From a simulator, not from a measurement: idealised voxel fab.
Process module, titled voxel wiring stack
We display cut, a cross-section 205 nm in width whose square cells are each 5 nm.
In this document a cross-section is written as a grid of square cells. It is given as a series of bands, listed from the top down, and a band is one or more rows of cells. It is stipulated that each band's entry specify, in nanometres, the height of the top of the band and then that of its bottom, followed by the materials of the band in left-to-right sequence, each together with its width in nanometres. A single material marked by the word "throughout" is understood to fill the band from edge to edge; the word "blank" is understood to denote empty space. Heights are measured from 0, the level below which the as-received wafer is all one material; the lowest band has no bottom and continues downward, written as in "0 -> down". The two numbers in a width such as "30 to 40" mark its ends across the band: the first belongs to the top row of cells, the second to the bottom row, and from each row to the next the width moves by the same amount. Step note "no alterations made" = no cross-section cell changed. Reported under the label "Non-vented voids" are the empty spaces having no open way to the top and comprising 8 cells or more; the notation for each is width x height at distance, in which the distance is measured from the left edge and all three values are in nm. Post-settings text on a step line: simulator's own remark regarding the step. "overlay nm" answers the question of how far to the right of plan the mask lay on a step that has a mask, and when it is negative the answer is to the left.

**Process steps foreseen in the plan**
1 RECEIVE,material Si
2 CONFORMAL_DEP,material SiO2,thk nm 10
3 CONFORMAL_DEP,material SiCN,thk nm 5
4 DIRECTIONAL_DEP,material lowk,thk nm 25
5 DIRECTIONAL_DEP,material aC,thk nm 15
6 PATTERN,tone open,mask id METAL_1,material resist,width nm 20,pitch nm 45,thk nm 35,overlay nm 0
7 DIRECTIONAL_ETCH,etch materials aC,depth nm 15
8 STRIP,etch materials resist
9 DIRECTIONAL_ETCH,etch materials lowk,depth nm 25
10 DIRECTIONAL_ETCH,etch materials SiCN,depth nm 5
11 STRIP,etch materials aC
12 CONFORMAL_DEP,material TiN,thk nm 5
13 FILL_DEP,material Ru,thk nm 5
14 CMP,height nm 40
15 CONFORMAL_DEP,material SiCN,thk nm 5
16 DIRECTIONAL_DEP,material lowk,thk nm 15
17 DIRECTIONAL_DEP,material aC,thk nm 10
18 PATTERN,tone open,mask id PLUG_1,material resist,width nm 15,thk nm 25,overlay nm 0
19 DIRECTIONAL_ETCH,etch materials aC,depth nm 10
20 STRIP,etch materials resist
21 DIRECTIONAL_ETCH,etch materials lowk,depth nm 15
22 DIRECTIONAL_ETCH,etch materials SiCN,depth nm 5
23 STRIP,etch materials aC
24 CONFORMAL_DEP,material TiN,thk nm 5
25 FILL_DEP,material Ru,thk nm 10
26 CMP,height nm 60
27 DIRECTIONAL_DEP,material TiN,thk nm 5
28 DIRECTIONAL_DEP,material Ru,thk nm 20
29 DIRECTIONAL_DEP,material aC,thk nm 10
30 PATTERN,tone cover,mask id METAL_2,material resist,width nm 20,pitch nm 45,thk nm 25,overlay nm 0
31 DIRECTIONAL_ETCH,etch materials aC,depth nm 10
32 STRIP,etch materials resist
33 DIRECTIONAL_ETCH,etch materials Ru,depth nm 20
34 DIRECTIONAL_ETCH,etch materials TiN,depth nm 5
35 STRIP,etch materials aC
36 CONFORMAL_DEP,material SiCN,thk nm 5
37 FILL_DEP,material lowk,thk nm 5
38 CMP,height nm 85
39 CONFORMAL_DEP,material SiCN,thk nm 5
40 DIRECTIONAL_DEP,material lowk,thk nm 10
41 PATTERN,tone open,mask id PLUG_2,material resist,width nm 15,pitch nm 45,thk nm 15,overlay nm 0
42 DIRECTIONAL_ETCH,etch materials lowk,depth nm 10
43 DIRECTIONAL_ETCH,etch materials SiCN,depth nm 5
44 STRIP,etch materials resist
45 CONFORMAL_DEP,material TiN,thk nm 5
46 FILL_DEP,material Cu,thk nm 5
47 CMP,height nm 100
48 DIRECTIONAL_DEP,material TiN,thk nm 5
49 DIRECTIONAL_DEP,material Ru,thk nm 15
50 DIRECTIONAL_DEP,material aC,thk nm 15
51 PATTERN,tone cover,mask id METAL_3,material resist,width nm 20,pitch nm 45,thk nm 30,overlay nm 0
52 DIRECTIONAL_ETCH,etch materials aC,depth nm 15
53 STRIP,etch materials resist
54 DIRECTIONAL_ETCH,etch materials Ru,depth nm 15
55 DIRECTIONAL_ETCH,etch materials TiN,depth nm 5
56 STRIP,etch materials aC
57 FILL_DEP,material lowk,thk nm 5
58 CMP,height nm 120
59 CONFORMAL_DEP,material SiN,thk nm 5

**Here's what the wafer looked like in cross-section when it arrived - that's after step 1**
* 0 -> down  Si throughout
* Non-vented voids: none

**Below is the wafer in cross-section after the module was completed. It began from the starting point shown above and followed the plan shown above, except that one mistake was made while running it**
* 125 -> 120  SiN throughout
* 120 -> 105  70 lowk / 20 Ru / 25 lowk / 20 Ru / 70 lowk
* 105 -> 100  70 lowk / 20 TiN / 25 lowk / 20 TiN / 70 lowk
* 100 -> 90  70 lowk / 5 TiN / 5 Cu / 5 TiN / 30 lowk / 5 TiN / 5 Cu / 5 TiN / 75 lowk
* 90 -> 85  70 SiCN / 15 TiN / 30 SiCN / 15 TiN / 75 SiCN
* 85 -> 65  70 Ru / 5 SiCN / 10 lowk / 5 SiCN / 25 Ru / 5 SiCN / 10 lowk / 5 SiCN / 70 Ru
* 65 -> 60  70 TiN / 20 SiCN / 25 TiN / 20 SiCN / 70 TiN
* 60 -> 45  70 lowk / 5 TiN / 5 Ru / 5 TiN / 120 lowk
* 45 -> 40  70 SiCN / 15 TiN / 120 SiCN
* 40 -> 15  70 lowk / 5 TiN / 10 Ru / 5 TiN / 25 lowk / 5 TiN / 10 Ru / 5 TiN / 70 lowk
* 15 -> 10  70 SiCN / 20 TiN / 25 SiCN / 20 TiN / 70 SiCN
* 10 -> 0  SiO2 throughout
* 0 -> down  Si throughout
* Non-vented voids: none
what went wrong: note that step 30 departed from the planned setting and was carried out as PATTERN,tone open,mask id METAL_2,material resist,width nm 20,pitch nm 45,thk nm 25,overlay nm 0
